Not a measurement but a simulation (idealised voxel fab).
You're looking at the process module voxel self aligned contacts.
Pictured: cross-section cut, 300 nm wide, on a grid of 5 nm square cells.
Throughout this document, each cross-section is represented as a grid of square cells and is presented as a sequence of bands enumerated from the top downward, where a band comprises one or more rows of cells. Band: top and bottom heights (nm) first, top before bottom; then materials from left to right, widths in nm. "edge to edge" marks a sole material filling the band edge to edge. "blank" denotes empty space. Zero point of the height axis is 0; under it, received wafer = one material. Lowest band: continues down indefinitely, "z 0 and below". Read "30 to 40" as a graded width: first number on top, second number at the bottom, same change between each pair of neighbouring rows. "nothing got changed" -> step changed no cross-section cell. Basically, "Trapped cavities" tells you about the enclosed voids: empty spaces with no open way to the top, 8 cells or bigger, each written width x height at distance, where distance is from the left edge, all in nm. That trailing text on a step's line, after the settings, is the simulator's own remark on the step. overlay nm: where the mask lay relative to plan, measured to the right, on steps with a mask; negatives go left.
Below is the list of planned process steps
step 1: RECEIVE [material Si]
step 2: CONFORMAL_DEP [material SiO2] [thk nm 5]
step 3: DIRECTIONAL_DEP [material polySi] [thk nm 25]
step 4: DIRECTIONAL_DEP [material SiN] [thk nm 20]
step 5: DIRECTIONAL_DEP [material aC] [thk nm 10]
step 6: PATTERN [tone cover] [mask id GATE] [material resist] [width nm 25] [pitch nm 55] [thk nm 30] [overlay nm 0]
step 7: DIRECTIONAL_ETCH [etch materials aC] [depth nm 10]
step 8: STRIP [etch materials resist]
step 9: DIRECTIONAL_ETCH [etch materials SiN] [depth nm 20]
step 10: DIRECTIONAL_ETCH [etch materials polySi] [depth nm 25]
step 11: STRIP [etch materials aC]
step 12: CONFORMAL_DEP [material SiN] [thk nm 5]
step 13: DIRECTIONAL_ETCH [etch materials SiN] [depth nm 5]
step 14: FILL_DEP [material SiO2] [thk nm 10]
step 15: CMP [height nm 55]
step 16: MASKED_ETCH [tone open] [mask id CONTACT] [width nm 30] [pitch nm 55] [etch materials SiO2] [depth nm 55] [overlay nm 0]
step 17: CONFORMAL_DEP [material TiN] [thk nm 5]
step 18: FILL_DEP [material W] [thk nm 5]
step 19: CMP [height nm 55]
step 20: CONFORMAL_DEP [material SiCN] [thk nm 5]
Split variable: width nm, step 16. Plan value = first wafer. Wafers start alike.
Cross-section: the first of several wafers in its as-received state, i.e. following step 1
	z 0 and below | Si edge to edge
	Trapped cavities: none
Module finished, last step 20 done: cross-section of the first of several wafers
	z 60 to 55 | SiCN edge to edge
	z 55 to 50 | SiO2 (105); TiN (10); W (10); TiN (10); SiO2 (25); TiN (10); W (10); TiN (10); SiO2 (110)
	z 50 to 30 | SiO2 (75); SiN (35); TiN (5); W (10); TiN (5); SiN (35); TiN (5); W (10); TiN (5); SiN (35); SiO2 (80)
	z 30 to 5 | SiO2 (75); SiN (5); polySi (25); SiN (5); TiN (5); W (10); TiN (5); SiN (5); polySi (25); SiN (5); TiN (5); W (10); TiN (5); SiN (5); polySi (25); SiN (5); SiO2 (80)
	z 5 to 0 | SiO2 (110); TiN (20); SiO2 (35); TiN (20); SiO2 (115)
	z 0 and below | Si edge to edge
	Trapped cavities: none
Last wafer x-sec, end of module
	z 60 to 55 | SiCN edge to edge
	z 55 to 50 | SiO2 (100); TiN (15); W (10); TiN (15); SiO2 (15); TiN (15); W (10); TiN (15); SiO2 (105)
	z 50 to 30 | SiO2 (75); SiN (35); TiN (5); W (10); TiN (5); SiN (35); TiN (5); W (10); TiN (5); SiN (35); SiO2 (80)
	z 30 to 5 | SiO2 (75); SiN (5); polySi (25); SiN (5); TiN (5); W (10); TiN (5); SiN (5); polySi (25); SiN (5); TiN (5); W (10); TiN (5); SiN (5); polySi (25); SiN (5); SiO2 (80)
	z 5 to 0 | SiO2 (110); TiN (20); SiO2 (35); TiN (20); SiO2 (115)
	z 0 and below | Si edge to edge
	Trapped cavities: none
The table below has one row for each wafer; a row shows, as of the end of the module, how many cells of each material the wafer has gained, marked (+), or lost, marked (-), since it was received, and then the wafer's closed voids
width nm 30 | +60 SiCN | +114 SiN | +379 SiO2 | +52 TiN | +40 W | +75 polySi | Trapped cavities: none
width nm 35 | +60 SiCN | +114 SiN | +377 SiO2 | +54 TiN | +40 W | +75 polySi | Trapped cavities: none
width nm 40 | +60 SiCN | +114 SiN | +375 SiO2 | +56 TiN | +40 W | +75 polySi | Trapped cavities: none
